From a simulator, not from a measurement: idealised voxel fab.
A process module follows: voxel air gaps.
Displayed cross-section: cut, width of 230 nm, square cells sized 5 nm.
Cross-section, as written here: a square-cell grid given band by band from the top down, where a band holds one or more rows of cells. The band entry comprises the height of the band's top followed by the height of its bottom, expressed in nm, and subsequently the band's materials from left to right, each stated together with its width in nm. Where a single material is marked with the word "all across", that material fills the band from edge to edge. The word "empty" represents empty space. Convention: height 0 is the level below which the wafer, as received, is all one material. The lowest band does not terminate at the bottom but continues downward, represented as "0 -> down". The expression "30..40" gives the width at the extremes of the band, the first number at its top row of cells and the second at its bottom row, with the width changing by equal amounts from each row to the next in between. "remained unchanged" after a step means that no cell of the cross-section changed. Basically, "Sealed void listing" tells you about the enclosed voids: empty spaces with no open way to the top, 8 cells or bigger, each written width x height at distance, where distance is from the left edge, all in nm. Where a step's line continues beyond its settings, the continuation is a remark by the simulator itself on that step. The setting "overlay nm" may be written on the line of a step. When the step uses a mask, the value reports how far to the right of the planned place the mask lay, and a negative value reports that it lay to the left.
## Process steps (planned)
1) RECEIVE, material Si
2) CONFORMAL_DEP, material SiO2, thk nm 10
3) CONFORMAL_DEP, material SiN, thk nm 5
4) DIRECTIONAL_DEP, material lowk, thk nm 40
5) DIRECTIONAL_DEP, material aC, thk nm 15
6) PATTERN, tone open, mask id LINES, material resist, width nm 20, pitch nm 45, thk nm 30, overlay nm 0
7) DIRECTIONAL_ETCH, etch materials aC, depth nm 15
8) STRIP, etch materials resist
9) DIRECTIONAL_ETCH, etch materials lowk, depth nm 40
10) STRIP, etch materials aC
11) CONFORMAL_DEP, material TiN, thk nm 5
12) FILL_DEP, material Cu, thk nm 5
13) CMP, height nm 55
14) EPI, material Ru, thk nm 10
15) SELECTIVE_ETCH, etch materials lowk, depth nm 50
16) CONFORMAL_DEP, material SiCN, thk nm 5
## Cross-section of the wafer as it came to us, i.e., already through step 1
- 0 -> down  Si all across
- Sealed void listing: none
## What the wafer looks like in cross-section after this module, when it starts as shown above and follows the plan above but one mistake is made in running it
- 80 -> 75  35 of empty, 160 of SiCN, 35 of empty
- 75 -> 55  35 of empty, 5 of SiCN, 150 of Ru, 5 of SiCN, 35 of empty
- 55 -> 50  35 of empty, 25 of SiCN, 5 of TiN, 10 of Cu, 5 of TiN, 25 of lowk, 5 of TiN, 10 of Cu, 5 of TiN, 25 of lowk, 5 of TiN, 10 of Cu, 5 of TiN, 25 of SiCN, 35 of empty
- 50 -> 20  55 of empty, 5 of SiCN, 5 of TiN, 10 of Cu, 5 of TiN, 25 of lowk, 5 of TiN, 10 of Cu, 5 of TiN, 25 of lowk, 5 of TiN, 10 of Cu, 5 of TiN, 5 of SiCN, 55 of empty
- 20 -> 15  60 of SiCN, 20 of TiN, 25 of lowk, 20 of TiN, 25 of lowk, 20 of TiN, 60 of SiCN
- 15 -> 10  SiN all across
- 10 -> 0  SiO2 all across
- 0 -> down  Si all across
- Sealed void listing: none
What was the processing mistake? plan step 14 ran twice
